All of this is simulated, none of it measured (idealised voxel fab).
Documented hereafter: the process module known as voxel quadruple lines.
Cross-section cut spans 185 nm and uses square cells 5 nm in size.
Reading order for cross-sections: top band down to bottom band. Underlying form: a grid of square cells. Band size: one or more rows of cells.
It is stipulated that each band's entry specify, in nanometres, the height of the top of the band and then that of its bottom, followed by the materials of the band in left-to-right sequence, each together with its width in nanometres. A single material marked by the word "throughout" is understood to fill the band from edge to edge; the word "air" is understood to denote empty space.
Heights are measured from 0, the level below which the as-received wafer is all one material; the lowest band has no bottom and continues downward, written as in "0 nm and below".
The width entry "30->40" should be interpreted row by row: the top row of cells in the band takes the first number, the bottom row takes the second number, and the change between adjacent rows is uniform throughout.
A step reported as "changes: none" is a step in which no cell of the cross-section changed.
Voids not open to the top, 8 cells minimum: see "Sealed-off cavities". Written width x height at distance; distance is from the left edge; nm.
Text after the settings on a step's line: the simulator's own remark on that step.
A step line may carry the setting "overlay nm", which, for steps involving a mask, states the distance by which the mask lay to the right of its intended position; negative values denote displacement to the left.
### The process steps that were planned are listed below
1) RECEIVE, material Si
2) CONFORMAL_DEP, material Al2O3, thk nm 10
3) DIRECTIONAL_DEP, material Ru, thk nm 10
4) DIRECTIONAL_DEP, material polySi, thk nm 20
5) DIRECTIONAL_DEP, material aC, thk nm 20
6) PATTERN, tone cover, mask id MANDREL, material resist, width nm 25, pitch nm 80, thk nm 30, overlay nm 0
7) DIRECTIONAL_ETCH, etch materials aC, depth nm 20
8) STRIP, etch materials resist
9) CONFORMAL_DEP, material SiO2, thk nm 15
10) DIRECTIONAL_ETCH, etch materials SiO2, depth nm 15
11) STRIP, etch materials aC
12) DIRECTIONAL_ETCH, etch materials polySi, depth nm 20
13) STRIP, etch materials SiO2
14) CONFORMAL_DEP, material SiN, thk nm 5
15) DIRECTIONAL_ETCH, etch materials SiN, depth nm 5
16) STRIP, etch materials polySi
17) DIRECTIONAL_ETCH, etch materials Ru, depth nm 10
18) STRIP, etch materials SiN
### What follows covers the first of two wafers; it ran as planned
### Cross-section of the wafer upon arrival, representing the state reached after step 1
0 nm and below  Si throughout
Sealed-off cavities: none
### The following cross-section depicts the wafer upon completion of step 2
10 nm to 0 nm  Al2O3 throughout
Below 0 it's all the same as before, nothing changed down there.
### The following cross-section depicts the wafer upon completion of step 3
20 nm to 10 nm  Ru throughout
Below 10 it's all the same as before, nothing changed down there.
### The following cross-section depicts the wafer upon completion of step 4
40 nm to 20 nm  polySi throughout
Below 20 it's all the same as before, nothing changed down there.
### The following cross-section depicts the wafer upon completion of step 5
60 nm to 40 nm  aC throughout
Below 40 it's all the same as before, nothing changed down there.
### The following cross-section depicts the wafer upon completion of step 6
90 nm to 60 nm  40 of air / 25 of resist / 55 of air / 25 of resist / 40 of air
Below 60 it's all the same as before, nothing changed down there.
### The following cross-section depicts the wafer upon completion of step 7
70 nm to 60 nm  40 of air / 25 of resist / 55 of air / 25 of resist / 40 of air
60 nm to 40 nm  40 of air / 25 of aC / 55 of air / 25 of aC / 40 of air
Below 40 it's all the same as before, nothing changed down there.
### The following cross-section depicts the wafer upon completion of step 8
60 nm to 40 nm  40 of air / 25 of aC / 55 of air / 25 of aC / 40 of air
Below 40 it's all the same as before, nothing changed down there.
### The following cross-section depicts the wafer upon completion of step 9
75 nm to 60 nm  25 of air / 55 of SiO2 / 25 of air / 55 of SiO2 / 25 of air
60 nm to 55 nm  25 of air / 15 of SiO2 / 25 of aC / 15 of SiO2 / 25 of air / 15 of SiO2 / 25 of aC / 15 of SiO2 / 25 of air
55 nm to 40 nm  40 of SiO2 / 25 of aC / 55 of SiO2 / 25 of aC / 40 of SiO2
Below 40 it's all the same as before, nothing changed down there.
### The following cross-section depicts the wafer upon completion of step 10
60 nm to 40 nm  25 of air / 15 of SiO2 / 25 of aC / 15 of SiO2 / 25 of air / 15 of SiO2 / 25 of aC / 15 of SiO2 / 25 of air
Below 40 it's all the same as before, nothing changed down there.
### The following cross-section depicts the wafer upon completion of step 11
60 nm to 40 nm  25 of air / 15 of SiO2 / 25 of air / 15 of SiO2 / 25 of air / 15 of SiO2 / 25 of air / 15 of SiO2 / 25 of air
Below 40 it's all the same as before, nothing changed down there.
### The following cross-section depicts the wafer upon completion of step 12
60 nm to 40 nm  25 of air / 15 of SiO2 / 25 of air / 15 of SiO2 / 25 of air / 15 of SiO2 / 25 of air / 15 of SiO2 / 25 of air
40 nm to 20 nm  25 of air / 15 of polySi / 25 of air / 15 of polySi / 25 of air / 15 of polySi / 25 of air / 15 of polySi / 25 of air
Below 20 it's all the same as before, nothing changed down there.
### The following cross-section depicts the wafer upon completion of step 13
40 nm to 20 nm  25 of air / 15 of polySi / 25 of air / 15 of polySi / 25 of air / 15 of polySi / 25 of air / 15 of polySi / 25 of air
Below 20 it's all the same as before, nothing changed down there.
### The following cross-section depicts the wafer upon completion of step 14
45 nm to 40 nm  20 of air / 25 of SiN / 15 of air / 25 of SiN / 15 of air / 25 of SiN / 15 of air / 25 of SiN / 20 of air
40 nm to 25 nm  20 of air / 5 of SiN / 15 of polySi / 5 of SiN / 15 of air / 5 of SiN / 15 of polySi / 5 of SiN / 15 of air / 5 of SiN / 15 of polySi / 5 of SiN / 15 of air / 5 of SiN / 15 of polySi / 5 of SiN / 20 of air
25 nm to 20 nm  25 of SiN / 15 of polySi / 25 of SiN / 15 of polySi / 25 of SiN / 15 of polySi / 25 of SiN / 15 of polySi / 25 of SiN
Below 20 it's all the same as before, nothing changed down there.
### The following cross-section depicts the wafer upon completion of step 15
40 nm to 20 nm  20 of air / 5 of SiN / 15 of polySi / 5 of SiN / 15 of air / 5 of SiN / 15 of polySi / 5 of SiN / 15 of air / 5 of SiN / 15 of polySi / 5 of SiN / 15 of air / 5 of SiN / 15 of polySi / 5 of SiN / 20 of air
Below 20 it's all the same as before, nothing changed down there.
### The following cross-section depicts the wafer upon completion of step 16
40 nm to 20 nm  20 of air / 5 of SiN / 15 of air / 5 of SiN / 15 of air / 5 of SiN / 15 of air / 5 of SiN / 15 of air / 5 of SiN / 15 of air / 5 of SiN / 15 of air / 5 of SiN / 15 of air / 5 of SiN / 20 of air
Below 20 it's all the same as before, nothing changed down there.
### The following cross-section depicts the wafer upon completion of step 17
40 nm to 20 nm  20 of air / 5 of SiN / 15 of air / 5 of SiN / 15 of air / 5 of SiN / 15 of air / 5 of SiN / 15 of air / 5 of SiN / 15 of air / 5 of SiN / 15 of air / 5 of SiN / 15 of air / 5 of SiN / 20 of air
20 nm to 10 nm  20 of air / 5 of Ru / 15 of air / 5 of Ru / 15 of air / 5 of Ru / 15 of air / 5 of Ru / 15 of air / 5 of Ru / 15 of air / 5 of Ru / 15 of air / 5 of Ru / 15 of air / 5 of Ru / 20 of air
Below 10 it's all the same as before, nothing changed down there.
### The following cross-section depicts the wafer upon completion of step 18
20 nm to 10 nm  20 of air / 5 of Ru / 15 of air / 5 of Ru / 15 of air / 5 of Ru / 15 of air / 5 of Ru / 15 of air / 5 of Ru / 15 of air / 5 of Ru / 15 of air / 5 of Ru / 15 of air / 5 of Ru / 20 of air
Below 10 it's all the same as before, nothing changed down there.
### It is to be noted that the second wafer proceeded from the same initial state and according to the same plan as the first, although one mistake was committed in its execution; through step 5, inclusive, the two wafers share an identical history
### Cross-section: second wafer, time at which step 6 was scheduled to end
90 nm to 60 nm  40 of resist / 25 of air / 55 of resist / 25 of air / 40 of resist
Below 60 it's all the same as before, nothing changed down there.
### Cross-section: second wafer, time at which step 7 was scheduled to end
70 nm to 60 nm  40 of resist / 25 of air / 55 of resist / 25 of air / 40 of resist
60 nm to 40 nm  40 of aC / 25 of air / 55 of aC / 25 of air / 40 of aC
Below 40 it's all the same as before, nothing changed down there.
### Cross-section: second wafer, time at which step 8 was scheduled to end
60 nm to 40 nm  40 of aC / 25 of air / 55 of aC / 25 of air / 40 of aC
Below 40 it's all the same as before, nothing changed down there.
### Cross-section: second wafer, time at which step 9 was scheduled to end
75 nm to 60 nm  SiO2 throughout
60 nm to 40 nm  40 of aC / 25 of SiO2 / 55 of aC / 25 of SiO2 / 40 of aC
Below 40 it's all the same as before, nothing changed down there.
### Cross-section: second wafer, time at which step 10 was scheduled to end
60 nm to 40 nm  40 of aC / 25 of SiO2 / 55 of aC / 25 of SiO2 / 40 of aC
Below 40 it's all the same as before, nothing changed down there.
### Cross-section: second wafer, time at which step 11 was scheduled to end
60 nm to 40 nm  40 of air / 25 of SiO2 / 55 of air / 25 of SiO2 / 40 of air
Below 40 it's all the same as before, nothing changed down there.
### Cross-section: second wafer, time at which step 12 was scheduled to end
60 nm to 40 nm  40 of air / 25 of SiO2 / 55 of air / 25 of SiO2 / 40 of air
40 nm to 20 nm  40 of air / 25 of polySi / 55 of air / 25 of polySi / 40 of air
Below 20 it's all the same as before, nothing changed down there.
### Cross-section: second wafer, time at which step 13 was scheduled to end
40 nm to 20 nm  40 of air / 25 of polySi / 55 of air / 25 of polySi / 40 of air
Below 20 it's all the same as before, nothing changed down there.
### Cross-section: second wafer, time at which step 14 was scheduled to end
45 nm to 40 nm  35 of air / 35 of SiN / 45 of air / 35 of SiN / 35 of air
40 nm to 25 nm  35 of air / 5 of SiN / 25 of polySi / 5 of SiN / 45 of air / 5 of SiN / 25 of polySi / 5 of SiN / 35 of air
25 nm to 20 nm  40 of SiN / 25 of polySi / 55 of SiN / 25 of polySi / 40 of SiN
Below 20 it's all the same as before, nothing changed down there.
### Cross-section: second wafer, time at which step 15 was scheduled to end
40 nm to 20 nm  35 of air / 5 of SiN / 25 of polySi / 5 of SiN / 45 of air / 5 of SiN / 25 of polySi / 5 of SiN / 35 of air
Below 20 it's all the same as before, nothing changed down there.
### Cross-section: second wafer, time at which step 16 was scheduled to end
40 nm to 20 nm  35 of air / 5 of SiN / 25 of air / 5 of SiN / 45 of air / 5 of SiN / 25 of air / 5 of SiN / 35 of air
Below 20 it's all the same as before, nothing changed down there.
### Cross-section: second wafer, time at which step 17 was scheduled to end
40 nm to 20 nm  35 of air / 5 of SiN / 25 of air / 5 of SiN / 45 of air / 5 of SiN / 25 of air / 5 of SiN / 35 of air
20 nm to 10 nm  35 of air / 5 of Ru / 25 of air / 5 of Ru / 45 of air / 5 of Ru / 25 of air / 5 of Ru / 35 of air
Below 10 it's all the same as before, nothing changed down there.
### Cross-section: second wafer, time at which step 18 was scheduled to end
20 nm to 10 nm  35 of air / 5 of Ru / 25 of air / 5 of Ru / 45 of air / 5 of Ru / 25 of air / 5 of Ru / 35 of air
Below 10 it's all the same as before, nothing changed down there.
So what did we get wrong on this run? so step 6 ended up running with a different setting than we planned, it ran as PATTERN, tone open, mask id MANDREL, material resist, width nm 25, pitch nm 80, thk nm 30, overlay nm 0
Materials where the second wafer ends with more or fewer cells than the first: 8 fewer of Ru
